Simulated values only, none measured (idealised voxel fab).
Process module, titled voxel air gaps
For reference, the cross-section in this document is cut, with width 245 nm and square cells of 5 nm.
If you're reading a cross-section in this doc, picture square cells in a grid; it comes to you as bands, top ones listed first down to the bottom, and a band can be one or more rows of cells. Look at the band entry: it leads with the top's height and the bottom's height in nm. Then it lists the materials left to right, with a width in nm for each. The word "all across" on a single material says that material fills the band edge to edge. The word "air" is empty space. Beneath 0, the wafer as received is one material, and that level is where height counting begins. The lowest band goes on downward without a bottom; it is written like "0 nm and below". Note: "30 to 40" means the width goes from the first number (top row of the band) to the second number (bottom row) in equal steps per row of cells. Basically "same as before" means that step didn't change any cell in the cross-section. The list in "Sealed internal cavities" covers empty spaces of 8 cells or more that cannot reach the top through any open way, and it gives each as width x height at distance; the distance is from the left edge, and width, height and distance are in nm. Where a step's line continues beyond its settings, the continuation is a remark by the simulator itself on that step. Steps that use a mask can have "overlay nm" on their line. It says how far the mask sat to the right of where it was meant to be. Negative means to the left.

## plan
1) RECEIVE with material Si
2) CONFORMAL_DEP with material SiO2, thk nm 15
3) CONFORMAL_DEP with material SiN, thk nm 5
4) DIRECTIONAL_DEP with material lowk, thk nm 30
5) DIRECTIONAL_DEP with material aC, thk nm 15
6) PATTERN with tone open, mask id LINES, material resist, width nm 25, pitch nm 55, thk nm 30, overlay nm 0
7) DIRECTIONAL_ETCH with etch materials aC, depth nm 15
8) STRIP with etch materials resist
9) DIRECTIONAL_ETCH with etch materials lowk, depth nm 30
10) STRIP with etch materials aC
11) CONFORMAL_DEP with material TiN, thk nm 5
12) FILL_DEP with material W, thk nm 10
13) CMP with height nm 50
14) EPI with material Ru, thk nm 10
15) SELECTIVE_ETCH with etch materials lowk, depth nm 40
16) CONFORMAL_DEP with material SiN, thk nm 5

## Incoming wafer, cross-sectional view, post step 1
> 0 nm and below | Si all across
> Sealed internal cavities: none

## End state of the module in cross-section, given the above starting point and plan and one mistake in execution
> 65 nm to 60 nm | SiN all across
> 60 nm to 50 nm | Ru all across
> 50 nm to 40 nm | W all across
> 40 nm to 35 nm | TiN all across
> 35 nm to 20 nm | lowk all across
> 20 nm to 15 nm | SiN all across
> 15 nm to 0 nm | SiO2 all across
> 0 nm and below | Si all across
> Sealed internal cavities: none
Run error: it should be noted that step 5 was executed with settings other than those planned, the operation and settings actually applied being DIRECTIONAL_DEP with material lowk, thk nm 15
